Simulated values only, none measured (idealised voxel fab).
Proc. module: voxel wiring stack
Square cell edge 5 nm, section width 300 nm, ID cut.
Cross-section spec: square-cell grid; bands listed top down; each band is one or more rows. Per band: top height and bottom height in nm, followed by the left-to-right materials and their widths in nm; "throughout" marks a single material spanning edge to edge, "air" marks empty space. Height 0 is the level under which the wafer as received is all one material. The lowest band goes on downwards, as in "0 nm and below". Top row gets the first number, bottom row gets the second, and each row in between changes by the same step: that is how a band width like "30..40" works. Take "nothing different" at face value: in the step it is given for, the cross-section changed in none of its cells. Empty spaces counting at least 8 cells and having no open way to the top are listed in "Closed voids list". The notation width x height at distance is used for each, the distance being from the left edge and all three values in nm. Read whatever lies past the settings on a step's line as the simulator's own remark about the step. overlay nm: mask offset rightward from planned place, masked step; negative means leftward offset.

HERE'S WHAT THE PLANNED PROCESS STEPS LOOK LIKE
1) RECEIVE, material Si
2) CONFORMAL_DEP, material SiO2, thk nm 15
3) CONFORMAL_DEP, material SiN, thk nm 5
4) DIRECTIONAL_DEP, material lowk, thk nm 25
5) DIRECTIONAL_DEP, material aC, thk nm 10
6) PATTERN, tone open, mask id METAL_1, material resist, width nm 30, pitch nm 55, thk nm 30, overlay nm 0
7) DIRECTIONAL_ETCH, etch materials aC, depth nm 10
8) STRIP, etch materials resist
9) DIRECTIONAL_ETCH, etch materials lowk, depth nm 25
10) DIRECTIONAL_ETCH, etch materials SiN, depth nm 5
11) STRIP, etch materials aC
12) CONFORMAL_DEP, material TiN, thk nm 5
13) FILL_DEP, material Cu, thk nm 5
14) CMP, height nm 45
15) CONFORMAL_DEP, material SiCN, thk nm 5
16) DIRECTIONAL_DEP, material lowk, thk nm 15
17) MASKED_ETCH, tone open, mask id PLUG_1, width nm 15, pitch nm 55, etch materials lowk, depth nm 15, overlay nm 0
18) MASKED_ETCH, tone open, mask id PLUG_1, width nm 15, pitch nm 55, etch materials SiCN, depth nm 5, overlay nm 0
19) EPI, material Ru, thk nm 10
20) EPI, material Ru, thk nm 10
21) DIRECTIONAL_DEP, material TiN, thk nm 5
22) DIRECTIONAL_DEP, material Ru, thk nm 15
23) DIRECTIONAL_DEP, material aC, thk nm 15
24) PATTERN, tone cover, mask id METAL_2, material resist, width nm 30, pitch nm 55, thk nm 35, overlay nm 0
25) DIRECTIONAL_ETCH, etch materials aC, depth nm 15
26) STRIP, etch materials resist
27) DIRECTIONAL_ETCH, etch materials Ru, depth nm 15
28) DIRECTIONAL_ETCH, etch materials TiN, depth nm 5
29) STRIP, etch materials aC
30) CONFORMAL_DEP, material SiCN, thk nm 5
31) FILL_DEP, material SiO2, thk nm 5
32) CMP, height nm 85
33) CONFORMAL_DEP, material SiCN, thk nm 5
34) DIRECTIONAL_DEP, material SiO2, thk nm 20
35) PATTERN, tone open, mask id PLUG_2, material resist, width nm 15, pitch nm 55, thk nm 15, overlay nm 0
36) DIRECTIONAL_ETCH, etch materials SiO2, depth nm 20
37) DIRECTIONAL_ETCH, etch materials SiCN, depth nm 5
38) STRIP, etch materials resist
39) CONFORMAL_DEP, material TiN, thk nm 5
40) FILL_DEP, material Ru, thk nm 10
41) CMP, height nm 110
42) CONFORMAL_DEP, material SiCN, thk nm 5
43) DIRECTIONAL_DEP, material lowk, thk nm 20
44) PATTERN, tone open, mask id METAL_3, material resist, width nm 30, pitch nm 55, thk nm 15, overlay nm 0
45) DIRECTIONAL_ETCH, etch materials lowk, depth nm 20
46) DIRECTIONAL_ETCH, etch materials SiCN, depth nm 5
47) STRIP, etch materials resist
48) CONFORMAL_DEP, material TiN, thk nm 5
49) FILL_DEP, material Ru, thk nm 5
50) CMP, height nm 135
51) CONFORMAL_DEP, material SiCN, thk nm 5
52) DIRECTIONAL_DEP, material SiO2, thk nm 20
53) DIRECTIONAL_DEP, material aC, thk nm 10
54) PATTERN, tone open, mask id PLUG_3, material resist, width nm 15, pitch nm 55, thk nm 25, overlay nm 0
55) DIRECTIONAL_ETCH, etch materials aC, depth nm 10
56) STRIP, etch materials resist
57) DIRECTIONAL_ETCH, etch materials SiO2, depth nm 20
58) DIRECTIONAL_ETCH, etch materials SiCN, depth nm 5
59) STRIP, etch materials aC
60) CONFORMAL_DEP, material TiN, thk nm 5
61) FILL_DEP, material W, thk nm 5
62) CMP, height nm 160
63) CONFORMAL_DEP, material SiCN, thk nm 5
64) DIRECTIONAL_DEP, material SiO2, thk nm 15
65) MASKED_ETCH, tone open, mask id METAL_4, width nm 30, pitch nm 55, etch materials SiO2, depth nm 15, overlay nm 0
66) MASKED_ETCH, tone open, mask id METAL_4, width nm 30, pitch nm 55, etch materials SiCN, depth nm 5, overlay nm 0
67) CONFORMAL_DEP, material TiN, thk nm 5
68) FILL_DEP, material Ru, thk nm 5
69) CMP, height nm 180
70) EPI, material Ru, thk nm 5
71) FILL_DEP, material SiCN, thk nm 5

WAFER AT RECEIPT (POST STEP 1), CROSS-SECTION
> 0 nm and below  Si throughout
> Closed voids list: none

FIGURE: CROSS-SECTIONAL VIEW OF THE WAFER UPON COMPLETION OF THE MODULE, PROCESSED FROM THE INITIAL STATE AND ACCORDING TO THE PLAN DEPICTED ABOVE, WITH ONE ERROR INTRODUCED DURING EXECUTION
> 190 nm to 185 nm  SiCN throughout
> 185 nm to 180 nm  75 of SiCN / 40 of Ru / 15 of SiCN / 40 of Ru / 15 of SiCN / 40 of Ru / 75 of SiCN
> 180 nm to 165 nm  80 of SiO2 / 5 of TiN / 20 of Ru / 5 of TiN / 25 of SiO2 / 5 of TiN / 20 of Ru / 5 of TiN / 25 of SiO2 / 5 of TiN / 20 of Ru / 5 of TiN / 80 of SiO2
> 165 nm to 155 nm  80 of SiCN / 30..15 of TiN / 25..40 of SiCN / 30..15 of TiN / 25..40 of SiCN / 30..15 of TiN / 80..95 of SiCN
> 155 nm to 135 nm  SiO2 throughout
> 135 nm to 115 nm  80 of lowk / 5 of TiN / 20 of Ru / 5 of TiN / 25 of lowk / 5 of TiN / 20 of Ru / 5 of TiN / 25 of lowk / 5 of TiN / 20 of Ru / 5 of TiN / 80 of lowk
> 115 nm to 110 nm  80 of SiCN / 30 of TiN / 25 of SiCN / 30 of TiN / 25 of SiCN / 30 of TiN / 80 of SiCN
> 110 nm to 90 nm  80 of SiO2 / 5 of TiN / 5 of Ru / 5 of TiN / 40 of SiO2 / 5 of TiN / 5 of Ru / 5 of TiN / 40 of SiO2 / 5 of TiN / 5 of Ru / 5 of TiN / 95 of SiO2
> 90 nm to 85 nm  80 of SiCN / 15 of TiN / 40 of SiCN / 15 of TiN / 40 of SiCN / 15 of TiN / 95 of SiCN
> 85 nm to 70 nm  75 of SiO2 / 5 of SiCN / 30 of Ru / 5 of SiCN / 15 of SiO2 / 5 of SiCN / 30 of Ru / 5 of SiCN / 15 of SiO2 / 5 of SiCN / 30 of Ru / 5 of SiCN / 75 of SiO2
> 70 nm to 65 nm  80 of SiCN / 30 of TiN / 25 of SiCN / 30 of TiN / 25 of SiCN / 30 of TiN / 80 of SiCN
> 65 nm to 50 nm  80 of lowk / 15 of Ru / 40 of lowk / 15 of Ru / 40 of lowk / 15 of Ru / 95 of lowk
> 50 nm to 45 nm  80 of SiCN / 15 of Ru / 40 of SiCN / 15 of Ru / 40 of SiCN / 15 of Ru / 95 of SiCN
> 45 nm to 20 nm  80 of lowk / 5 of TiN / 20 of Cu / 5 of TiN / 25 of lowk / 5 of TiN / 20 of Cu / 5 of TiN / 25 of lowk / 5 of TiN / 20 of Cu / 5 of TiN / 80 of lowk
> 20 nm to 15 nm  80 of SiN / 30 of TiN / 25 of SiN / 30 of TiN / 25 of SiN / 30 of TiN / 80 of SiN
> 15 nm to 0 nm  SiO2 throughout
> 0 nm and below  Si throughout
> Closed voids list: none
what went wrong: the executed order of steps 51 and 52 is the reverse of that specified in the plan, each step having taken the other's position
